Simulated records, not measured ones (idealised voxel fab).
Process module, titled voxel ribs on slabs
It is cross-section cut that appears here, measuring 205 nm in width, its square cells being 5 nm in size.
Cross-sections here: square-cell grids, written as top-down lists of bands, a band being one or more rows of cells.
A band entry consists of two parts. The first gives the height of the band's top and the height of its bottom, in nm. The rest lists the band's materials from left to right, each with its width in nm. A single material labelled with the word "full width" fills the band from edge to edge, and the word "empty" marks empty space.
Below 0: as-received wafer, all one material; heights counted from there. Lowest band: no bottom, goes on down, written "0 -> down".
Graded width ("30 to 40"): value in top row of band = first number; value in bottom row = second number; row-to-row change constant.
"nothing got changed" -> step changed no cross-section cell.
The list in "Enclosed empty spaces" covers empty spaces of 8 cells or more that cannot reach the top through any open way, and it gives each as width x height at distance; the distance is from the left edge, and width, height and distance are in nm.
Past the settings on a step's line: simulator remark, on that step.
When a step includes a mask, the "overlay nm" setting on its line states how far to the right of its planned place that mask lay, and negative values state how far to the left.
Process steps - plan:
| 1 | RECEIVE (material Si) |
| 2 | DIRECTIONAL_DEP (material SiO2; thk nm 30) |
| 3 | DIRECTIONAL_DEP (material polySi; thk nm 25) |
| 4 | MASKED_ETCH (tone cover; mask id RIB; width nm 30; etch materials polySi; depth nm 5; overlay nm 0) |
| 5 | DIRECTIONAL_DEP (material aC; thk nm 15) |
| 6 | PATTERN (tone cover; mask id SLAB; material resist; width nm 70; thk nm 35; overlay nm 0) |
| 7 | DIRECTIONAL_ETCH (etch materials aC; depth nm 15) |
| 8 | STRIP (etch materials resist) |
| 9 | DIRECTIONAL_ETCH (etch materials polySi; depth nm 20) |
| 10 | STRIP (etch materials aC) |
| 11 | FILL_DEP (material SiO2; thk nm 25) |
| 12 | CMP (height nm 70) |
| 13 | DIRECTIONAL_DEP (material W; thk nm 10) |
| 14 | MASKED_ETCH (tone cover; mask id HEATER; width nm 40; etch materials W; depth nm 10; overlay nm 0) |
| 15 | CONFORMAL_DEP (material SiN; thk nm 5) |
As-received state of the wafer in cross-section, equivalent to post-step 1:
- 0 -> down | Si full width
- Enclosed empty spaces: none
Looking at the first of two wafers in cross-section at end of module - ran to plan:
- 85 -> 80 | empty 75 nm | SiN 50 nm | empty 80 nm
- 80 -> 75 | empty 75 nm | SiN 5 nm | W 40 nm | SiN 5 nm | empty 80 nm
- 75 -> 70 | SiN 80 nm | W 40 nm | SiN 85 nm
- 70 -> 55 | SiO2 full width
- 55 -> 50 | SiO2 85 nm | polySi 30 nm | SiO2 90 nm
- 50 -> 30 | SiO2 65 nm | polySi 70 nm | SiO2 70 nm
- 30 -> 0 | SiO2 full width
- 0 -> down | Si full width
- Enclosed empty spaces: none
End-of-module cross-section of the second wafer: identical starting point and process plan to the first, with one processing mistake:
- 85 -> 80 | empty 75 nm | SiN 50 nm | empty 80 nm
- 80 -> 75 | empty 75 nm | SiN 5 nm | W 40 nm | SiN 5 nm | empty 80 nm
- 75 -> 70 | SiN 80 nm | W 40 nm | SiN 85 nm
- 70 -> 55 | SiO2 full width
- 55 -> 50 | SiO2 65 nm | polySi 20 nm | SiO2 30 nm | polySi 20 nm | SiO2 70 nm
- 50 -> 35 | SiO2 65 nm | polySi 70 nm | SiO2 70 nm
- 35 -> 30 | polySi full width
- 30 -> 0 | SiO2 full width
- 0 -> down | Si full width
- Enclosed empty spaces: none
What broke from the plan during processing? step 4 deviated from plan and actually ran as MASKED_ETCH (tone open; mask id RIB; width nm 30; etch materials polySi; depth nm 5; overlay nm 0)
Count the cells at the end and the second wafer has more or fewer of some materials than the first: -29 SiO2; +29 polySi
